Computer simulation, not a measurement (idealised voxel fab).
The process module presented herein is designated voxel capacitor over wiring.
Shown is cross-section cut, with a width of 245 nm and square cells of size 5 nm.
Cross-section layout: square cells on a grid; listed as bands, top to bottom; a band spans one or more cell rows. Top, bottom (nm), then materials left to right with widths (nm); lone material tagged "edge to edge" fills the whole band edge to edge; "empty" = empty space. Heights are measured from 0, the level below which the as-received wafer is all one material; the lowest band has no bottom and continues downward, written as in "top 0, no bottom". Read "30->40" as a graded width: first number on top, second number at the bottom, same change between each pair of neighbouring rows. Key: "no change" - step with no changed cell in the cross-section. "Fully sealed voids" specifies each empty space that is not open to the top and that occupies no fewer than 8 cells, using the form width x height at distance, the distance measured from the left edge and all three quantities in nm. Formally, on a step line, whatever follows the settings is a remark that the simulator itself makes on the step. Among the settings permitted on a step's line is "overlay nm"; applied to a step with a mask, it specifies the extent to which the mask lay to the right of its planned position, whereas a negative figure signifies a position to the left.

The following list gives the planned process steps:
step 1: RECEIVE,material Si
step 2: CONFORMAL_DEP,material SiO2,thk nm 15
step 3: CONFORMAL_DEP,material SiN,thk nm 5
step 4: DIRECTIONAL_DEP,material SiO2,thk nm 15
step 5: MASKED_ETCH,tone open,mask id METAL_1,width nm 30,pitch nm 100,etch materials SiO2,depth nm 15,overlay nm 0
step 6: MASKED_ETCH,tone open,mask id METAL_1,width nm 30,pitch nm 100,etch materials SiN,depth nm 5,overlay nm 0
step 7: CONFORMAL_DEP,material TiN,thk nm 5
step 8: FILL_DEP,material W,thk nm 10
step 9: CMP,height nm 35
step 10: EPI,material Ru,thk nm 5
step 11: FILL_DEP,material SiCN,thk nm 5
step 12: DIRECTIONAL_DEP,material SiO2,thk nm 20
step 13: DIRECTIONAL_DEP,material aC,thk nm 15
step 14: PATTERN,tone open,mask id PLUG_1,material resist,width nm 15,thk nm 35,overlay nm 0
step 15: DIRECTIONAL_ETCH,etch materials aC,depth nm 15
step 16: STRIP,etch materials resist
step 17: DIRECTIONAL_ETCH,etch materials SiO2,depth nm 20
step 18: DIRECTIONAL_ETCH,etch materials SiCN,depth nm 5
step 19: STRIP,etch materials aC
step 20: CONFORMAL_DEP,material TiN,thk nm 5
step 21: FILL_DEP,material Ru,thk nm 5
step 22: CMP,height nm 65
step 23: DIRECTIONAL_DEP,material TiN,thk nm 5
step 24: DIRECTIONAL_DEP,material SiN,thk nm 5
step 25: DIRECTIONAL_DEP,material TiN,thk nm 5
step 26: DIRECTIONAL_DEP,material aC,thk nm 15
step 27: PATTERN,tone cover,mask id UPPER_PLATE,material resist,width nm 75,thk nm 30,overlay nm 0
step 28: DIRECTIONAL_ETCH,etch materials aC,depth nm 15
step 29: STRIP,etch materials resist
step 30: DIRECTIONAL_ETCH,etch materials TiN,depth nm 5
step 31: DIRECTIONAL_ETCH,etch materials SiN,depth nm 5
step 32: STRIP,etch materials aC
step 33: DIRECTIONAL_DEP,material aC,thk nm 15
step 34: PATTERN,tone cover,mask id LOWER_PLATE,material resist,width nm 85,thk nm 30,overlay nm 0
step 35: DIRECTIONAL_ETCH,etch materials aC,depth nm 5
step 36: STRIP,etch materials resist
step 37: DIRECTIONAL_ETCH,etch materials TiN,depth nm 5
step 38: STRIP,etch materials aC
step 39: FILL_DEP,material SiO2,thk nm 20
step 40: CMP,height nm 95
step 41: PATTERN,tone open,mask id PLUG_2,material resist,width nm 15,thk nm 20,overlay nm 0
step 42: DIRECTIONAL_ETCH,etch materials SiO2,depth nm 15
step 43: STRIP,etch materials resist
step 44: CONFORMAL_DEP,material TiN,thk nm 5
step 45: FILL_DEP,material Ru,thk nm 10
step 46: CMP,height nm 95
step 47: CONFORMAL_DEP,material SiN,thk nm 5
Quick note for whoever runs this: the wafers start identical, but the depth nm at step 35 isn't the same across them. The plan just shows what the first wafer had.

The as-received cross-section of the first of several wafers corresponds to the state after step 1:
* top 0, no bottom | Si edge to edge
* Fully sealed voids: none

Module end state after final step 47: cross-section of the first of several wafers:
* top 100, bottom 95 | SiN edge to edge
* top 95, bottom 85 | 80 of SiO2, then 5 of TiN, then 5 of Ru, then 5 of TiN, then 150 of SiO2
* top 85, bottom 75 | 80->70 of SiO2, then 15->75 of TiN, then 150->100 of SiO2
* top 75, bottom 70 | 70 of SiO2, then 75 of SiN, then 100 of SiO2
* top 70, bottom 65 | TiN edge to edge
* top 65, bottom 45 | 70 of SiO2, then 5 of TiN, then 5 of Ru, then 5 of TiN, then 160 of SiO2
* top 45, bottom 40 | 70 of SiCN, then 15 of TiN, then 160 of SiCN
* top 40, bottom 35 | 50 of SiCN, then 40 of Ru, then 60 of SiCN, then 40 of Ru, then 55 of SiCN
* top 35, bottom 20 | 55 of SiO2, then 5 of TiN, then 20 of W, then 5 of TiN, then 70 of SiO2, then 5 of TiN, then 20 of W, then 5 of TiN, then 60 of SiO2
* top 20, bottom 15 | 55 of SiN, then 30 of TiN, then 70 of SiN, then 30 of TiN, then 60 of SiN
* top 15, bottom 0 | SiO2 edge to edge
* top 0, no bottom | Si edge to edge
* Fully sealed voids: none

The module's end: a cross-section of the last wafer:
* top 100, bottom 95 | SiN edge to edge
* top 95, bottom 85 | 80 of SiO2, then 5 of TiN, then 5 of Ru, then 5 of TiN, then 150 of SiO2
* top 85, bottom 75 | 80->70 of SiO2, then 15->75 of TiN, then 150->100 of SiO2
* top 75, bottom 70 | 70 of SiO2, then 75 of SiN, then 100 of SiO2
* top 70, bottom 65 | 65 of SiO2, then 85 of TiN, then 95 of SiO2
* top 65, bottom 45 | 70 of SiO2, then 5 of TiN, then 5 of Ru, then 5 of TiN, then 160 of SiO2
* top 45, bottom 40 | 70 of SiCN, then 15 of TiN, then 160 of SiCN
* top 40, bottom 35 | 50 of SiCN, then 40 of Ru, then 60 of SiCN, then 40 of Ru, then 55 of SiCN
* top 35, bottom 20 | 55 of SiO2, then 5 of TiN, then 20 of W, then 5 of TiN, then 70 of SiO2, then 5 of TiN, then 20 of W, then 5 of TiN, then 60 of SiO2
* top 20, bottom 15 | 55 of SiN, then 30 of TiN, then 70 of SiN, then 30 of TiN, then 60 of SiN
* top 15, bottom 0 | SiO2 edge to edge
* top 0, no bottom | Si edge to edge
* Fully sealed voids: none

Below: a row per wafer. Contents at end of module: for every material, cells gained since receipt (+) or lost since receipt (-); then closed voids:
depth nm 5 | +22 Ru | +79 SiCN | +101 SiN | +648 SiO2 | +106 TiN | +24 W | Fully sealed voids: none
depth nm 10 | +22 Ru | +79 SiCN | +101 SiN | +648 SiO2 | +106 TiN | +24 W | Fully sealed voids: none
depth nm 15 | +22 Ru | +79 SiCN | +101 SiN | +680 SiO2 | +74 TiN | +24 W | Fully sealed voids: none
depth nm 20 | +22 Ru | +79 SiCN | +101 SiN | +680 SiO2 | +74 TiN | +24 W | Fully sealed voids: none
depth nm 25 | +22 Ru | +79 SiCN | +101 SiN | +680 SiO2 | +74 TiN | +24 W | Fully sealed voids: none
depth nm 30 | +22 Ru | +79 SiCN | +101 SiN | +680 SiO2 | +74 TiN | +24 W | Fully sealed voids: none
